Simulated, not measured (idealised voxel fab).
process module | voxel released beams
cross-section cut | 260 nm wide | cells 5 nm
A cross-section is a grid of square cells, given in bands from the top down. A band is one or more rows of cells.
Each band's line starts with the height of the band's top and of its bottom, in nm. Then come its materials from left to right, each with its width in nm. One material with "throughout" fills the band from edge to edge. "air" is empty space.
Height 0 is the level under which the wafer as received is all one material. The lowest band goes on downwards, as in "0 down".
A width such as "30 to 40" changes by the same amount from each row of cells to the next, from the band's top row to its bottom row.
"no change" after a step means that no cell of the cross-section changed.
closed voids: empty space of 8 cells or more with no open way to the top, each as width x height at its distance from the left edge, in nm
after a step's settings: what the simulator itself notes on the step
overlay nm, on a step with a mask: how far to the right of its planned place the mask lay; to the left if negative
plan
1 op RECEIVE | material Si
2 op CONFORMAL_DEP | material SiN | thk nm 5
3 op DIRECTIONAL_DEP | material SiO2 | thk nm 20
4 op DIRECTIONAL_DEP | material aC | thk nm 15
5 op PATTERN | tone open | mask id ANCHOR | material resist | width nm 25 | thk nm 35 | overlay nm 0
6 op DIRECTIONAL_ETCH | etch materials aC | depth nm 15
7 op STRIP | etch materials resist
8 op DIRECTIONAL_ETCH | etch materials SiO2 | depth nm 20
9 op STRIP | etch materials aC
10 op CONFORMAL_DEP | material TiN | thk nm 10
11 op MASKED_ETCH | tone cover | mask id BEAM | width nm 90 | etch materials TiN | depth nm 10 | overlay nm 0
12 op STRIP | etch materials SiO2
varied across the wafers: width nm of step 11. The plan shows the first wafer's value. All wafers start alike
first wafer as received, after step 1
  0 down: Si throughout
  closed voids: none
each wafer at the end: cells of each material gained (+) or lost (-) since it was received, then its closed voids
width nm 90 | +52 SiN | +52 TiN | closed voids: none
width nm 95 | +52 SiN | +54 TiN | closed voids: none
width nm 100 | +52 SiN | +56 TiN | closed voids: none
width nm 105 | +52 SiN | +58 TiN | closed voids: none
width nm 110 | +52 SiN | +60 TiN | closed voids: none
width nm 115 | +52 SiN | +62 TiN | closed voids: none
